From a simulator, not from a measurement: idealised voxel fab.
This section sets out a process module, namely voxel spacer lines.
Cross-section cut: width 290 nm, square cells of 5 nm.
In this document a cross-section is written as a grid of square cells. It is given as a series of bands, listed from the top down, and a band is one or more rows of cells. Look at the band entry: it leads with the top's height and the bottom's height in nm. Then it lists the materials left to right, with a width in nm for each. The word "all across" on a single material says that material fills the band edge to edge. The word "empty" is empty space. Beneath 0, the wafer as received is one material, and that level is where height counting begins. The lowest band goes on downward without a bottom; it is written like "0 and below". The notation "30..40" denotes a width that varies across the rows of cells in the band, beginning at the first number in the top row, finishing at the second number in the bottom row, and changing by an identical amount from each row to the next. "left unchanged" for a step: no cell of the cross-section changed in that step. Empty spaces without an open route to the top, at least 8 cells in extent, make up the entry "Closed internal cavities"; each is given as width x height at distance, where the distance is measured from the left edge, and all are in nm. Text after the settings on a step's line: the simulator's own remark on that step. Each step line may optionally specify "overlay nm", which for a step with a mask gives the rightward distance between the mask's planned place and where it lay, a negative value indicating the leftward direction.

# Listed below are the process steps as planned
1) RECEIVE with material Si
2) CONFORMAL_DEP with material Al2O3, thk nm 10
3) DIRECTIONAL_DEP with material W, thk nm 15
4) DIRECTIONAL_DEP with material aC, thk nm 25
5) PATTERN with tone cover, mask id MANDREL, material resist, width nm 25, pitch nm 80, thk nm 30, overlay nm 0
6) DIRECTIONAL_ETCH with etch materials aC, depth nm 25
7) STRIP with etch materials resist
8) CONFORMAL_DEP with material SiN, thk nm 15
9) DIRECTIONAL_ETCH with etch materials SiN, depth nm 15
10) STRIP with etch materials aC
11) DIRECTIONAL_ETCH with etch materials W, depth nm 15
12) STRIP with etch materials SiN

# Cross-section of the wafer upon arrival, representing the state reached after step 1
	0 and below | Si all across
	Closed internal cavities: none

# The cross-section shown corresponds to the wafer at the conclusion of the module. The initial structure and the process plan are those presented above; however, one mistake occurred in executing the plan
	35 down to 10 | W all across
	10 down to 0 | Al2O3 all across
	0 and below | Si all across
	Closed internal cavities: none
The mistake made against the process plan was this: step 4 was processed under conditions differing from the plan, specifically as DIRECTIONAL_DEP with material W, thk nm 25
